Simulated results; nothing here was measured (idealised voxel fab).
process module | voxel ribs on slabs
cross-section cut | 270 nm wide | cells 5 nm
A cross-section is a grid of square cells, given in bands from the top down. A band is one or more rows of cells.
Each band's line starts with the height of the band's top and of its bottom, in nm. Then come its materials from left to right, each with its width in nm. One material with "throughout" fills the band from edge to edge. "air" is empty space.
Height 0 is the level under which the wafer as received is all one material. The lowest band goes on downwards, as in "0 down".
A width such as "30 to 40" changes by the same amount from each row of cells to the next, from the band's top row to its bottom row.
"no change" after a step means that no cell of the cross-section changed.
closed voids: empty space of 8 cells or more with no open way to the top, each as width x height at its distance from the left edge, in nm
after a step's settings: what the simulator itself notes on the step
overlay nm, on a step with a mask: how far to the right of its planned place the mask lay; to the left if negative
plan
1 op RECEIVE | material Si
2 op DIRECTIONAL_DEP | material SiO2 | thk nm 25
3 op DIRECTIONAL_DEP | material polySi | thk nm 15
4 op MASKED_ETCH | tone cover | mask id RIB | width nm 20 | etch materials polySi | depth nm 5 | overlay nm 0
5 op MASKED_ETCH | tone cover | mask id SLAB | width nm 80 | etch materials polySi | depth nm 10 | overlay nm 0
6 op FILL_DEP | material SiO2 | thk nm 15
7 op CMP | height nm 50
8 op DIRECTIONAL_DEP | material TiN | thk nm 10
9 op DIRECTIONAL_DEP | material aC | thk nm 10
10 op PATTERN | tone cover | mask id HEATER | material resist | width nm 30 | thk nm 25 | overlay nm 0
11 op DIRECTIONAL_ETCH | etch materials aC | depth nm 10
12 op STRIP | etch materials resist
13 op DIRECTIONAL_ETCH | etch materials TiN | depth nm 10
14 op STRIP | etch materials aC
15 op CONFORMAL_DEP | material SiN | thk nm 5
as received, after step 1
  0 down: Si throughout
  closed voids: none
first wafer at the end, as planned
  65 to 60: air 115 | SiN 40 | air 115
  60 to 55: air 115 | SiN 5 | TiN 30 | SiN 5 | air 115
  55 to 50: SiN 120 | TiN 30 | SiN 120
  50 to 40: SiO2 throughout
  40 to 35: SiO2 125 | polySi 20 | SiO2 125
  35 to 25: SiO2 95 | polySi 80 | SiO2 95
  25 to 0: SiO2 throughout
  0 down: Si throughout
  closed voids: none
second wafer at the end: like start, like plan, one mistake
  65 to 60: air 115 | aC 40 | air 115
  60 to 55: air 115 | aC 5 | TiN 30 | aC 5 | air 115
  55 to 50: aC 120 | TiN 30 | aC 120
  50 to 40: SiO2 throughout
  40 to 35: SiO2 125 | polySi 20 | SiO2 125
  35 to 25: SiO2 95 | polySi 80 | SiO2 95
  25 to 0: SiO2 throughout
  0 down: Si throughout
  closed voids: none
what went wrong: step 15 ran as: op CONFORMAL_DEP | material aC | thk nm 5
at the end the second wafer has, in cells: 58 fewer of SiN | 58 more of aC
